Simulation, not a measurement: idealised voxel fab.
The process module presented herein is designated voxel self aligned contacts.
In the cross-section labelled cut, the width is 180 nm and each square cell is 5 nm.
A cross-section is a grid of square cells, given in bands from the top down. A band is one or more rows of cells.
The entry gives the band's vertical extent as a top height and a bottom height in nm, then its horizontal make-up as materials from left to right, each with a width in nm. "empty" stands for empty space; a single material marked "everywhere" fills the band edge to edge.
Basically, 0 is our baseline, since under it the wafer straight out of the box is all one material. The bottom band has no lower end and keeps on going down, so it looks like "0 nm and below".
Per-row width for "30 to 40": begins at first number (top row of band), ends at second number (bottom row), increment between rows held constant.
"no modifications" for a step: no cell of the cross-section changed in that step.
"Sealed internal cavities" specifies each empty space that is not open to the top and that occupies no fewer than 8 cells, using the form width x height at distance, the distance measured from the left edge and all three quantities in nm.
The remark found on a step's line after its settings is issued by the simulator itself and pertains to that step.
"overlay nm", when on a step's line for a step with a mask, measures how far to the right of its planned place the mask lay; a negative measure means to the left.
### Steps planned for the process
1 RECEIVE [material Si]
2 CONFORMAL_DEP [material SiO2] [thk nm 5]
3 DIRECTIONAL_DEP [material polySi] [thk nm 30]
4 DIRECTIONAL_DEP [material SiN] [thk nm 20]
5 MASKED_ETCH [tone cover] [mask id GATE] [width nm 30] [pitch nm 65] [etch materials SiN] [depth nm 20] [overlay nm 0]
6 MASKED_ETCH [tone cover] [mask id GATE] [width nm 30] [pitch nm 65] [etch materials polySi] [depth nm 30] [overlay nm 0]
7 CONFORMAL_DEP [material SiN] [thk nm 10]
8 DIRECTIONAL_ETCH [etch materials SiN] [depth nm 10]
9 FILL_DEP [material SiO2] [thk nm 15]
10 CMP [height nm 65]
11 PATTERN [tone open] [mask id CONTACT] [material resist] [width nm 45] [thk nm 20] [overlay nm 0]
12 DIRECTIONAL_ETCH [etch materials SiO2] [depth nm 65]
13 STRIP [etch materials resist]
14 CONFORMAL_DEP [material TiN] [thk nm 5]
15 FILL_DEP [material Ru] [thk nm 10]
16 CMP [height nm 65]
17 CONFORMAL_DEP [material SiN] [thk nm 5]
### Account of the first of two wafers, which was processed as intended
### Wafer as received: cross-section following step 1
  0 nm and below | Si everywhere
  Sealed internal cavities: none
### Upon completion of step 2, the wafer appears in cross-section as shown
  5 nm to 0 nm | SiO2 everywhere
  For the remainder of the cross-section, below 0, there is no change.
### Upon completion of step 3, the wafer appears in cross-section as shown
  35 nm to 5 nm | polySi everywhere
  For the remainder of the cross-section, below 5, there is no change.
### Upon completion of step 4, the wafer appears in cross-section as shown
  55 nm to 35 nm | SiN everywhere
  For the remainder of the cross-section, below 35, there is no change.
### Upon completion of step 5, the wafer appears in cross-section as shown
  55 nm to 35 nm | empty=40 | SiN=30 | empty=35 | SiN=30 | empty=45
  For the remainder of the cross-section, below 35, there is no change.
### Upon completion of step 6, the wafer appears in cross-section as shown
  55 nm to 35 nm | empty=40 | SiN=30 | empty=35 | SiN=30 | empty=45
  35 nm to 5 nm | empty=40 | polySi=30 | empty=35 | polySi=30 | empty=45
  For the remainder of the cross-section, below 5, there is no change.
### Upon completion of step 7, the wafer appears in cross-section as shown
  65 nm to 35 nm | empty=30 | SiN=50 | empty=15 | SiN=50 | empty=35
  35 nm to 15 nm | empty=30 | SiN=10 | polySi=30 | SiN=10 | empty=15 | SiN=10 | polySi=30 | SiN=10 | empty=35
  15 nm to 5 nm | SiN=40 | polySi=30 | SiN=35 | polySi=30 | SiN=45
  For the remainder of the cross-section, below 5, there is no change.
### Upon completion of step 8, the wafer appears in cross-section as shown
  55 nm to 35 nm | empty=30 | SiN=50 | empty=15 | SiN=50 | empty=35
  35 nm to 5 nm | empty=30 | SiN=10 | polySi=30 | SiN=10 | empty=15 | SiN=10 | polySi=30 | SiN=10 | empty=35
  For the remainder of the cross-section, below 5, there is no change.
### Upon completion of step 9, the wafer appears in cross-section as shown
  70 nm to 55 nm | SiO2 everywhere
  55 nm to 35 nm | SiO2=30 | SiN=50 | SiO2=15 | SiN=50 | SiO2=35
  35 nm to 5 nm | SiO2=30 | SiN=10 | polySi=30 | SiN=10 | SiO2=15 | SiN=10 | polySi=30 | SiN=10 | SiO2=35
  For the remainder of the cross-section, below 5, there is no change.
### Upon completion of step 10, the wafer appears in cross-section as shown
  65 nm to 55 nm | SiO2 everywhere
  For the remainder of the cross-section, below 55, there is no change.
### Upon completion of step 11, the wafer appears in cross-section as shown
  85 nm to 65 nm | resist=65 | empty=45 | resist=70
  For the remainder of the cross-section, below 65, there is no change.
### Upon completion of step 12, the wafer appears in cross-section as shown
  85 nm to 65 nm | resist=65 | empty=45 | resist=70
  65 nm to 55 nm | SiO2=65 | empty=45 | SiO2=70
  55 nm to 35 nm | SiO2=30 | SiN=50 | empty=15 | SiN=50 | SiO2=35
  35 nm to 5 nm | SiO2=30 | SiN=10 | polySi=30 | SiN=10 | empty=15 | SiN=10 | polySi=30 | SiN=10 | SiO2=35
  5 nm to 0 nm | SiO2=80 | empty=15 | SiO2=85
  For the remainder of the cross-section, below 0, there is no change.
### Upon completion of step 13, the wafer appears in cross-section as shown
  65 nm to 55 nm | SiO2=65 | empty=45 | SiO2=70
  For the remainder of the cross-section, below 55, there is no change.
### Upon completion of step 14, the wafer appears in cross-section as shown
  70 nm to 65 nm | TiN=70 | empty=35 | TiN=75
  65 nm to 55 nm | SiO2=65 | TiN=5 to 20 | empty=35 to 5 | TiN=5 to 20 | SiO2=70
  55 nm to 35 nm | SiO2=30 | SiN=50 | TiN=5 | empty=5 | TiN=5 | SiN=50 | SiO2=35
  35 nm to 5 nm | SiO2=30 | SiN=10 | polySi=30 | SiN=10 | TiN=5 | empty=5 | TiN=5 | SiN=10 | polySi=30 | SiN=10 | SiO2=35
  5 nm to 0 nm | SiO2=80 | TiN=15 | SiO2=85
  For the remainder of the cross-section, below 0, there is no change.
### Upon completion of step 15, the wafer appears in cross-section as shown
  80 nm to 70 nm | Ru everywhere
  70 nm to 65 nm | TiN=70 | Ru=35 | TiN=75
  65 nm to 55 nm | SiO2=65 | TiN=5 to 20 | Ru=35 to 5 | TiN=5 to 20 | SiO2=70
  55 nm to 35 nm | SiO2=30 | SiN=50 | TiN=5 | Ru=5 | TiN=5 | SiN=50 | SiO2=35
  35 nm to 5 nm | SiO2=30 | SiN=10 | polySi=30 | SiN=10 | TiN=5 | Ru=5 | TiN=5 | SiN=10 | polySi=30 | SiN=10 | SiO2=35
  For the remainder of the cross-section, below 5, there is no change.
### Upon completion of step 16, the wafer appears in cross-section as shown
  65 nm to 55 nm | SiO2=65 | TiN=5 to 20 | Ru=35 to 5 | TiN=5 to 20 | SiO2=70
  For the remainder of the cross-section, below 55, there is no change.
### Upon completion of step 17, the wafer appears in cross-section as shown
  70 nm to 65 nm | SiN everywhere
  For the remainder of the cross-section, below 65, there is no change.
### Okay, second wafer. Nothing different at the start, nothing different in the plan, just one mistake somewhere in the running. As far as step 2, counting that step, it's the first wafer all over again
### Cross-sectional view of the second wafer at the intended end time of process step 3
  35 nm to 5 nm | Ru everywhere
  For the remainder of the cross-section, below 5, there is no change.
### Cross-sectional view of the second wafer at the intended end time of process step 4
  55 nm to 35 nm | SiN everywhere
  For the remainder of the cross-section, below 35, there is no change.
### Cross-sectional view of the second wafer at the intended end time of process step 5
  55 nm to 35 nm | empty=40 | SiN=30 | empty=35 | SiN=30 | empty=45
  For the remainder of the cross-section, below 35, there is no change.
Cross-sectional view of the second wafer at the intended end time of process step 6: no modifications
### Cross-sectional view of the second wafer at the intended end time of process step 7
  65 nm to 45 nm | empty=30 | SiN=50 | empty=15 | SiN=50 | empty=35
  45 nm to 35 nm | SiN everywhere
  For the remainder of the cross-section, below 35, there is no change.
### Cross-sectional view of the second wafer at the intended end time of process step 8
  55 nm to 35 nm | empty=30 | SiN=50 | empty=15 | SiN=50 | empty=35
  For the remainder of the cross-section, below 35, there is no change.
### Cross-sectional view of the second wafer at the intended end time of process step 9
  70 nm to 55 nm | SiO2 everywhere
  55 nm to 35 nm | SiO2=30 | SiN=50 | SiO2=15 | SiN=50 | SiO2=35
  For the remainder of the cross-section, below 35, there is no change.
### Cross-sectional view of the second wafer at the intended end time of process step 10
  65 nm to 55 nm | SiO2 everywhere
  For the remainder of the cross-section, below 55, there is no change.
### Cross-sectional view of the second wafer at the intended end time of process step 11
  85 nm to 65 nm | resist=65 | empty=45 | resist=70
  For the remainder of the cross-section, below 65, there is no change.
### Cross-sectional view of the second wafer at the intended end time of process step 12
  85 nm to 65 nm | resist=65 | empty=45 | resist=70
  65 nm to 55 nm | SiO2=65 | empty=45 | SiO2=70
  55 nm to 35 nm | SiO2=30 | SiN=50 | empty=15 | SiN=50 | SiO2=35
  For the remainder of the cross-section, below 35, there is no change.
### Cross-sectional view of the second wafer at the intended end time of process step 13
  65 nm to 55 nm | SiO2=65 | empty=45 | SiO2=70
  For the remainder of the cross-section, below 55, there is no change.
### Cross-sectional view of the second wafer at the intended end time of process step 14
  70 nm to 65 nm | TiN=70 | empty=35 | TiN=75
  65 nm to 55 nm | SiO2=65 | TiN=5 to 20 | empty=35 to 5 | TiN=5 to 20 | SiO2=70
  55 nm to 40 nm | SiO2=30 | SiN=50 | TiN=5 | empty=5 | TiN=5 | SiN=50 | SiO2=35
  40 nm to 35 nm | SiO2=30 | SiN=50 | TiN=15 | SiN=50 | SiO2=35
  For the remainder of the cross-section, below 35, there is no change.
### Cross-sectional view of the second wafer at the intended end time of process step 15
  80 nm to 70 nm | Ru everywhere
  70 nm to 65 nm | TiN=70 | Ru=35 | TiN=75
  65 nm to 55 nm | SiO2=65 | TiN=5 to 20 | Ru=35 to 5 | TiN=5 to 20 | SiO2=70
  55 nm to 40 nm | SiO2=30 | SiN=50 | TiN=5 | Ru=5 | TiN=5 | SiN=50 | SiO2=35
  For the remainder of the cross-section, below 40, there is no change.
### Cross-sectional view of the second wafer at the intended end time of process step 16
  65 nm to 55 nm | SiO2=65 | TiN=5 to 20 | Ru=35 to 5 | TiN=5 to 20 | SiO2=70
  For the remainder of the cross-section, below 55, there is no change.
### Cross-sectional view of the second wafer at the intended end time of process step 17
  70 nm to 65 nm | SiN everywhere
  For the remainder of the cross-section, below 65, there is no change.
In executing the process, a mistake was made relative to the plan: heads up, step 3 didn't go per plan, it actually ran as DIRECTIONAL_DEP [material Ru] [thk nm 30]
Final comparison by cell count, materials where the second wafer has more or fewer than the first: Ru: 209 more, SiN: 48 fewer, SiO2: 75 fewer, TiN: 14 fewer, polySi: 72 fewer
